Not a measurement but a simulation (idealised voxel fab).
This is a process module. Its name is voxel tone inversion.
cross-section cut | 260 nm wide | cells 5 nm
A cross-section is a grid of square cells, given in bands from the top down. A band is one or more rows of cells. The entry gives the band's vertical extent as a top height and a bottom height in nm, then its horizontal make-up as materials from left to right, each with a width in nm. "blank" stands for empty space; a single material marked "throughout" fills the band edge to edge. Height 0 is the level under which the wafer as received is all one material. The lowest band goes on downwards, as in "z 0 and below". With a width like "30 to 40", each row of cells in the band differs from the next by the same amount, the top row carrying the first number and the bottom row the second. Key: "no change occurred" - step with no changed cell in the cross-section. "Closed-off voids" contains a list of empty spaces, each no smaller than 8 cells and without an open way to the top, written in the form width x height at distance with the distance from the left edge and all three in nm. What comes after the settings on a step's line is commentary from the simulator itself on that step. If you see "overlay nm" on a step's line and that step has a mask, it's telling you how far right of where it was planned the mask ended up; a negative number means it went left instead.

## The process steps that were planned are listed below
step 1: op RECEIVE | material Si
step 2: op CONFORMAL_DEP | material SiCN | thk nm 5
step 3: op DIRECTIONAL_DEP | material polySi | thk nm 20
step 4: op PATTERN | tone cover | mask id POSTS | material resist | width nm 20 | pitch nm 40 | thk nm 25 | overlay nm 0
step 5: op DIRECTIONAL_ETCH | etch materials polySi | depth nm 20
step 6: op STRIP | etch materials resist
step 7: op FILL_DEP | material lowk | thk nm 10
step 8: op CMP | height nm 25
step 9: op STRIP | etch materials polySi
step 10: op CONFORMAL_DEP | material TiN | thk nm 5
step 11: op FILL_DEP | material W | thk nm 5
step 12: op CMP | height nm 25
step 13: op CONFORMAL_DEP | material SiN | thk nm 5

## Wafer, first of two, run as planned

## Cross-section of the incoming wafer, state after step 1
> z 0 and below: Si throughout
> Closed-off voids: none

## Step 2 complete: cross-section through the wafer
> z 5 to 0: SiCN throughout
> Note: structure below 0 unchanged.

## Step 3 complete: cross-section through the wafer
> z 25 to 5: polySi throughout
> Note: structure below 5 unchanged.

## Step 4 complete: cross-section through the wafer
> z 50 to 25: blank (100), resist (20), blank (20), resist (20), blank (100)
> Note: structure below 25 unchanged.

## Step 5 complete: cross-section through the wafer
> z 50 to 25: blank (100), resist (20), blank (20), resist (20), blank (100)
> z 25 to 5: blank (100), polySi (20), blank (20), polySi (20), blank (100)
> Note: structure below 5 unchanged.

## Step 6 complete: cross-section through the wafer
> z 25 to 5: blank (100), polySi (20), blank (20), polySi (20), blank (100)
> Note: structure below 5 unchanged.

## Step 7 complete: cross-section through the wafer
> z 35 to 25: lowk throughout
> z 25 to 5: lowk (100), polySi (20), lowk (20), polySi (20), lowk (100)
> Note: structure below 5 unchanged.

## Step 8 complete: cross-section through the wafer
> z 25 to 5: lowk (100), polySi (20), lowk (20), polySi (20), lowk (100)
> Note: structure below 5 unchanged.

## Step 9 complete: cross-section through the wafer
> z 25 to 5: lowk (100), blank (20), lowk (20), blank (20), lowk (100)
> Note: structure below 5 unchanged.

## Step 10 complete: cross-section through the wafer
> z 30 to 25: TiN (105), blank (10), TiN (30), blank (10), TiN (105)
> z 25 to 10: lowk (100), TiN (5), blank (10), TiN (5), lowk (20), TiN (5), blank (10), TiN (5), lowk (100)
> z 10 to 5: lowk (100), TiN (20), lowk (20), TiN (20), lowk (100)
> Note: structure below 5 unchanged.

## Step 11 complete: cross-section through the wafer
> z 35 to 30: W throughout
> z 30 to 25: TiN (105), W (10), TiN (30), W (10), TiN (105)
> z 25 to 10: lowk (100), TiN (5), W (10), TiN (5), lowk (20), TiN (5), W (10), TiN (5), lowk (100)
> Note: structure below 10 unchanged.

## Step 12 complete: cross-section through the wafer
> z 25 to 10: lowk (100), TiN (5), W (10), TiN (5), lowk (20), TiN (5), W (10), TiN (5), lowk (100)
> Note: structure below 10 unchanged.

## Step 13 complete: cross-section through the wafer
> z 30 to 25: SiN throughout
> Note: structure below 25 unchanged.

## Second wafer: same start and same plan as the first, one execution error; identical to the first through step 12

## The second wafer cut through, at the time step 13 was supposed to be finished
> z 40 to 25: SiN throughout
> Note: structure below 25 unchanged.
What was done differently from what was planned? step 13 off recipe, ran as op CONFORMAL_DEP | material SiN | thk nm 15
Final difference in cells, second wafer against first, listed per material as more or fewer: SiN: 104 more
